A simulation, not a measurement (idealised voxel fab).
Process module in this document: voxel capacitor over wiring
FYI the section here is cut, 200 nm wide, cells are 5 nm squares.
We lay out every cross-section as a grid of square cells and spell it out in bands from the top down, where one band means one or more rows of cells.
Top height, bottom height, nm. Materials left to right, width each, nm. Single material + "full width" = fills band edge to edge. "air" = empty.
Heights are expressed relative to 0, this being the level below which the as-received wafer comprises one material exclusively. The lowest band is unbounded in the downward direction and is denoted as in "0 nm and below".
The two numbers in a width such as "30->40" mark its ends across the band: the first belongs to the top row of cells, the second to the bottom row, and from each row to the next the width moves by the same amount.
Step note "left unchanged" = no cross-section cell changed.
"Sealed void inventory" lists enclosed empty spaces (at least 8 cells, no open path upward to the top), each as width x height at distance from the left edge, in nm.
The remark found on a step's line after its settings is issued by the simulator itself and pertains to that step.
For masked steps, "overlay nm" on the step line gives how far right of plan the mask actually lay; a minus sign means it lay to the left.
The following list gives the planned process steps
1 RECEIVE,material Si
2 CONFORMAL_DEP,material SiO2,thk nm 15
3 DIRECTIONAL_DEP,material TiN,thk nm 5
4 DIRECTIONAL_DEP,material Ru,thk nm 25
5 PATTERN,tone cover,mask id METAL_1,material resist,width nm 25,pitch nm 85,thk nm 20,overlay nm 0
6 DIRECTIONAL_ETCH,etch materials Ru,depth nm 25
7 DIRECTIONAL_ETCH,etch materials TiN,depth nm 5
8 STRIP,etch materials resist
9 FILL_DEP,material SiO2,thk nm 10
10 CMP,height nm 45
11 CONFORMAL_DEP,material SiCN,thk nm 5
12 DIRECTIONAL_DEP,material lowk,thk nm 20
13 MASKED_ETCH,tone open,mask id PLUG_1,width nm 15,etch materials lowk,depth nm 20,overlay nm 0
14 MASKED_ETCH,tone open,mask id PLUG_1,width nm 15,etch materials SiCN,depth nm 5,overlay nm 0
15 EPI,material Ru,thk nm 10
16 EPI,material Ru,thk nm 10
17 EPI,material Ru,thk nm 5
18 DIRECTIONAL_DEP,material TiN,thk nm 10
19 DIRECTIONAL_DEP,material HfO2,thk nm 5
20 DIRECTIONAL_DEP,material TiN,thk nm 10
21 DIRECTIONAL_DEP,material aC,thk nm 10
22 PATTERN,tone cover,mask id UPPER_PLATE,material resist,width nm 65,thk nm 30,overlay nm 0
23 DIRECTIONAL_ETCH,etch materials aC,depth nm 10
24 STRIP,etch materials resist
25 DIRECTIONAL_ETCH,etch materials TiN,depth nm 10
26 DIRECTIONAL_ETCH,etch materials HfO2,depth nm 5
27 STRIP,etch materials aC
28 DIRECTIONAL_DEP,material aC,thk nm 15
29 PATTERN,tone cover,mask id LOWER_PLATE,material resist,width nm 75,thk nm 35,overlay nm 0
30 DIRECTIONAL_ETCH,etch materials aC,depth nm 15
31 STRIP,etch materials resist
32 DIRECTIONAL_ETCH,etch materials TiN,depth nm 10
33 STRIP,etch materials aC
34 FILL_DEP,material SiO2,thk nm 20
35 CMP,height nm 110
36 PATTERN,tone open,mask id PLUG_2,material resist,width nm 15,thk nm 15,overlay nm 0
37 DIRECTIONAL_ETCH,etch materials SiO2,depth nm 15
38 STRIP,etch materials resist
39 CONFORMAL_DEP,material TiN,thk nm 5
40 FILL_DEP,material Ru,thk nm 10
41 CMP,height nm 110
42 CONFORMAL_DEP,material SiN,thk nm 5
So this is the incoming wafer in cross-section - it's already been through step 1
    0 nm and below | Si full width
    Sealed void inventory: none
Cross-section at module end, one run error; start and plan unchanged from above
    115 nm to 110 nm | SiN full width
    110 nm to 105 nm | 65 SiO2  55 TiN  80 SiO2
    105 nm to 100 nm | 65 SiO2  5 TiN  50 HfO2  80 SiO2
    100 nm to 95 nm | 50 SiO2  5 TiN  10 SiO2  60 TiN  75 SiO2
    95 nm to 90 nm | 50 SiO2  75 TiN  75 SiO2
    90 nm to 85 nm | 55 lowk  15 TiN  130 lowk
    85 nm to 80 nm | 55 lowk  15 HfO2  130 lowk
    80 nm to 70 nm | 55 lowk  15 TiN  130 lowk
    70 nm to 50 nm | lowk full width
    50 nm to 45 nm | SiCN full width
    45 nm to 20 nm | 45 SiO2  25 Ru  60 SiO2  25 Ru  45 SiO2
    20 nm to 15 nm | 45 SiO2  25 TiN  60 SiO2  25 TiN  45 SiO2
    15 nm to 0 nm | SiO2 full width
    0 nm and below | Si full width
    Sealed void inventory: none
Heads up, the wafer didn't run the way we planned it: step 12 was run twice
